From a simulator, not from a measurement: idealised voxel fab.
process module | voxel wiring stack
cross-section cut | 185 nm wide | cells 5 nm
A cross-section is a grid of square cells, given in bands from the top down. A band is one or more rows of cells.
Each band's line starts with the height of the band's top and of its bottom, in nm. Then come its materials from left to right, each with its width in nm. One material with "throughout" fills the band from edge to edge. "air" is empty space.
Height 0 is the level under which the wafer as received is all one material. The lowest band goes on downwards, as in "0 down".
A width such as "30 to 40" changes by the same amount from each row of cells to the next, from the band's top row to its bottom row.
"no change" after a step means that no cell of the cross-section changed.
closed voids: empty space of 8 cells or more with no open way to the top, each as width x height at its distance from the left edge, in nm
after a step's settings: what the simulator itself notes on the step
overlay nm, on a step with a mask: how far to the right of its planned place the mask lay; to the left if negative
plan
1 op RECEIVE | material Si
2 op CONFORMAL_DEP | material SiO2 | thk nm 10
3 op CONFORMAL_DEP | material SiN | thk nm 5
4 op DIRECTIONAL_DEP | material SiO2 | thk nm 25
5 op MASKED_ETCH | tone open | mask id METAL_1 | width nm 20 | pitch nm 45 | etch materials SiO2 | depth nm 25 | overlay nm 0
6 op MASKED_ETCH | tone open | mask id METAL_1 | width nm 20 | pitch nm 45 | etch materials SiN | depth nm 5 | overlay nm 0
7 op CONFORMAL_DEP | material TiN | thk nm 5
8 op FILL_DEP | material Cu | thk nm 5
9 op CMP | height nm 40
10 op EPI | material Ru | thk nm 5
11 op FILL_DEP | material SiCN | thk nm 5
12 op DIRECTIONAL_DEP | material lowk | thk nm 30
13 op DIRECTIONAL_DEP | material aC | thk nm 10
14 op PATTERN | tone open | mask id METAL_2_HOLES | material resist | width nm 15 | pitch nm 45 | thk nm 30 | overlay nm 0
15 op DIRECTIONAL_ETCH | etch materials aC | depth nm 10
16 op STRIP | etch materials resist
17 op DIRECTIONAL_ETCH | etch materials lowk | depth nm 30
18 op STRIP | etch materials aC
19 op MASKED_ETCH | tone open | mask id METAL_2 | width nm 20 | pitch nm 45 | etch materials lowk | depth nm 20 | overlay nm 0
20 op MASKED_ETCH | tone open | mask id METAL_2 | width nm 20 | pitch nm 45 | etch materials SiCN | depth nm 5 | overlay nm 0
21 op CONFORMAL_DEP | material TiN | thk nm 5
22 op FILL_DEP | material Cu | thk nm 10
23 op CMP | height nm 80
24 op CONFORMAL_DEP | material SiN | thk nm 5
first wafer, as planned
as received, after step 1
  0 down: Si throughout
  closed voids: none
after step 2
  10 to 0: SiO2 throughout
  below 0: unchanged
after step 3
  15 to 10: SiN throughout
  below 10: unchanged
after step 4
  40 to 15: SiO2 throughout
  below 15: unchanged
after step 5
  40 to 15: SiO2 15 | air 20 | SiO2 25 | air 20 | SiO2 25 | air 20 | SiO2 25 | air 20 | SiO2 15
  below 15: unchanged
after step 6
  40 to 15: SiO2 15 | air 20 | SiO2 25 | air 20 | SiO2 25 | air 20 | SiO2 25 | air 20 | SiO2 15
  15 to 10: SiN 15 | air 20 | SiN 25 | air 20 | SiN 25 | air 20 | SiN 25 | air 20 | SiN 15
  below 10: unchanged
after step 7
  45 to 40: TiN 20 | air 10 | TiN 35 | air 10 | TiN 35 | air 10 | TiN 35 | air 10 | TiN 20
  40 to 15: SiO2 15 | TiN 5 | air 10 | TiN 5 | SiO2 25 | TiN 5 | air 10 | TiN 5 | SiO2 25 | TiN 5 | air 10 | TiN 5 | SiO2 25 | TiN 5 | air 10 | TiN 5 | SiO2 15
  15 to 10: SiN 15 | TiN 20 | SiN 25 | TiN 20 | SiN 25 | TiN 20 | SiN 25 | TiN 20 | SiN 15
  below 10: unchanged
after step 8
  50 to 45: Cu throughout
  45 to 40: TiN 20 | Cu 10 | TiN 35 | Cu 10 | TiN 35 | Cu 10 | TiN 35 | Cu 10 | TiN 20
  40 to 15: SiO2 15 | TiN 5 | Cu 10 | TiN 5 | SiO2 25 | TiN 5 | Cu 10 | TiN 5 | SiO2 25 | TiN 5 | Cu 10 | TiN 5 | SiO2 25 | TiN 5 | Cu 10 | TiN 5 | SiO2 15
  below 15: unchanged
after step 9
  40 to 15: SiO2 15 | TiN 5 | Cu 10 | TiN 5 | SiO2 25 | TiN 5 | Cu 10 | TiN 5 | SiO2 25 | TiN 5 | Cu 10 | TiN 5 | SiO2 25 | TiN 5 | Cu 10 | TiN 5 | SiO2 15
  below 15: unchanged
after step 10
  45 to 40: air 10 | Ru 30 | air 15 | Ru 30 | air 15 | Ru 30 | air 15 | Ru 30 | air 10
  below 40: unchanged
after step 11
  50 to 45: SiCN throughout
  45 to 40: SiCN 10 | Ru 30 | SiCN 15 | Ru 30 | SiCN 15 | Ru 30 | SiCN 15 | Ru 30 | SiCN 10
  below 40: unchanged
after step 12
  80 to 50: lowk throughout
  below 50: unchanged
after step 13
  90 to 80: aC throughout
  below 80: unchanged
after step 14
  120 to 90: resist 15 | air 15 | resist 30 | air 15 | resist 30 | air 15 | resist 30 | air 15 | resist 20
  below 90: unchanged
after step 15
  110 to 90: resist 15 | air 15 | resist 30 | air 15 | resist 30 | air 15 | resist 30 | air 15 | resist 20
  90 to 80: aC 15 | air 15 | aC 30 | air 15 | aC 30 | air 15 | aC 30 | air 15 | aC 20
  below 80: unchanged
after step 16
  90 to 80: aC 15 | air 15 | aC 30 | air 15 | aC 30 | air 15 | aC 30 | air 15 | aC 20
  below 80: unchanged
after step 17
  90 to 80: aC 15 | air 15 | aC 30 | air 15 | aC 30 | air 15 | aC 30 | air 15 | aC 20
  80 to 50: lowk 15 | air 15 | lowk 30 | air 15 | lowk 30 | air 15 | lowk 30 | air 15 | lowk 20
  below 50: unchanged
after step 18
  80 to 50: lowk 15 | air 15 | lowk 30 | air 15 | lowk 30 | air 15 | lowk 30 | air 15 | lowk 20
  below 50: unchanged
after step 19
  80 to 60: lowk 15 | air 20 | lowk 25 | air 20 | lowk 25 | air 20 | lowk 25 | air 20 | lowk 15
  below 60: unchanged
after step 20
  80 to 60: lowk 15 | air 20 | lowk 25 | air 20 | lowk 25 | air 20 | lowk 25 | air 20 | lowk 15
  60 to 50: lowk 15 | air 15 | lowk 30 | air 15 | lowk 30 | air 15 | lowk 30 | air 15 | lowk 20
  50 to 45: SiCN 15 | air 15 | SiCN 30 | air 15 | SiCN 30 | air 15 | SiCN 30 | air 15 | SiCN 20
  below 45: unchanged
after step 21
  85 to 80: TiN 20 | air 10 | TiN 35 | air 10 | TiN 35 | air 10 | TiN 35 | air 10 | TiN 20
  80 to 65: lowk 15 | TiN 5 | air 10 | TiN 5 | lowk 25 | TiN 5 | air 10 | TiN 5 | lowk 25 | TiN 5 | air 10 | TiN 5 | lowk 25 | TiN 5 | air 10 | TiN 5 | lowk 15
  65 to 60: lowk 15 | TiN 5 | air 5 | TiN 10 | lowk 25 | TiN 5 | air 5 | TiN 10 | lowk 25 | TiN 5 | air 5 | TiN 10 | lowk 25 | TiN 5 | air 5 | TiN 10 | lowk 15
  60 to 50: lowk 15 | TiN 5 | air 5 | TiN 5 | lowk 30 | TiN 5 | air 5 | TiN 5 | lowk 30 | TiN 5 | air 5 | TiN 5 | lowk 30 | TiN 5 | air 5 | TiN 5 | lowk 20
  50 to 45: SiCN 15 | TiN 15 | SiCN 30 | TiN 15 | SiCN 30 | TiN 15 | SiCN 30 | TiN 15 | SiCN 20
  below 45: unchanged
after step 22
  95 to 85: Cu throughout
  85 to 80: TiN 20 | Cu 10 | TiN 35 | Cu 10 | TiN 35 | Cu 10 | TiN 35 | Cu 10 | TiN 20
  80 to 65: lowk 15 | TiN 5 | Cu 10 | TiN 5 | lowk 25 | TiN 5 | Cu 10 | TiN 5 | lowk 25 | TiN 5 | Cu 10 | TiN 5 | lowk 25 | TiN 5 | Cu 10 | TiN 5 | lowk 15
  65 to 60: lowk 15 | TiN 5 | Cu 5 | TiN 10 | lowk 25 | TiN 5 | Cu 5 | TiN 10 | lowk 25 | TiN 5 | Cu 5 | TiN 10 | lowk 25 | TiN 5 | Cu 5 | TiN 10 | lowk 15
  60 to 50: lowk 15 | TiN 5 | Cu 5 | TiN 5 | lowk 30 | TiN 5 | Cu 5 | TiN 5 | lowk 30 | TiN 5 | Cu 5 | TiN 5 | lowk 30 | TiN 5 | Cu 5 | TiN 5 | lowk 20
  below 50: unchanged
after step 23
  80 to 65: lowk 15 | TiN 5 | Cu 10 | TiN 5 | lowk 25 | TiN 5 | Cu 10 | TiN 5 | lowk 25 | TiN 5 | Cu 10 | TiN 5 | lowk 25 | TiN 5 | Cu 10 | TiN 5 | lowk 15
  below 65: unchanged
after step 24
  85 to 80: SiN throughout
  below 80: unchanged
second wafer: like start, like plan, one mistake. Through step 19 it matches the first wafer
when step 20 should have ended
  80 to 60: lowk 15 | air 20 | lowk 25 | air 20 | lowk 25 | air 20 | lowk 25 | air 20 | lowk 15
  60 to 50: lowk 15 | air 15 | lowk 30 | air 15 | lowk 30 | air 15 | lowk 30 | air 15 | lowk 20
  50 to 45: SiCN 20 | air 10 | SiCN 35 | air 10 | SiCN 35 | air 10 | SiCN 35 | air 10 | SiCN 20
  below 45: unchanged
when step 21 should have ended
  85 to 80: TiN 20 | air 10 | TiN 35 | air 10 | TiN 35 | air 10 | TiN 35 | air 10 | TiN 20
  80 to 65: lowk 15 | TiN 5 | air 10 | TiN 5 | lowk 25 | TiN 5 | air 10 | TiN 5 | lowk 25 | TiN 5 | air 10 | TiN 5 | lowk 25 | TiN 5 | air 10 | TiN 5 | lowk 15
  65 to 55: lowk 15 | TiN 5 | air 5 | TiN 10 to 5 | lowk 25 to 30 | TiN 5 | air 5 | TiN 10 to 5 | lowk 25 to 30 | TiN 5 | air 5 | TiN 10 to 5 | lowk 25 to 30 | TiN 5 | air 5 | TiN 10 to 5 | lowk 15 to 20
  55 to 50: lowk 15 | TiN 15 | lowk 30 | TiN 15 | lowk 30 | TiN 15 | lowk 30 | TiN 15 | lowk 20
  50 to 45: SiCN 20 | TiN 10 | SiCN 35 | TiN 10 | SiCN 35 | TiN 10 | SiCN 35 | TiN 10 | SiCN 20
  below 45: unchanged
when step 22 should have ended
  95 to 85: Cu throughout
  85 to 80: TiN 20 | Cu 10 | TiN 35 | Cu 10 | TiN 35 | Cu 10 | TiN 35 | Cu 10 | TiN 20
  80 to 65: lowk 15 | TiN 5 | Cu 10 | TiN 5 | lowk 25 | TiN 5 | Cu 10 | TiN 5 | lowk 25 | TiN 5 | Cu 10 | TiN 5 | lowk 25 | TiN 5 | Cu 10 | TiN 5 | lowk 15
  65 to 55: lowk 15 | TiN 5 | Cu 5 | TiN 10 to 5 | lowk 25 to 30 | TiN 5 | Cu 5 | TiN 10 to 5 | lowk 25 to 30 | TiN 5 | Cu 5 | TiN 10 to 5 | lowk 25 to 30 | TiN 5 | Cu 5 | TiN 10 to 5 | lowk 15 to 20
  below 55: unchanged
when step 23 should have ended
  80 to 65: lowk 15 | TiN 5 | Cu 10 | TiN 5 | lowk 25 | TiN 5 | Cu 10 | TiN 5 | lowk 25 | TiN 5 | Cu 10 | TiN 5 | lowk 25 | TiN 5 | Cu 10 | TiN 5 | lowk 15
  below 65: unchanged
when step 24 should have ended
  85 to 80: SiN throughout
  below 80: unchanged
what went wrong: step 20 ran as: op MASKED_ETCH | tone open | mask id METAL_2 | width nm 15 | pitch nm 45 | etch materials SiCN | depth nm 5 | overlay nm 0
at the end the second wafer has, in cells: 4 fewer of Cu | 4 more of SiCN
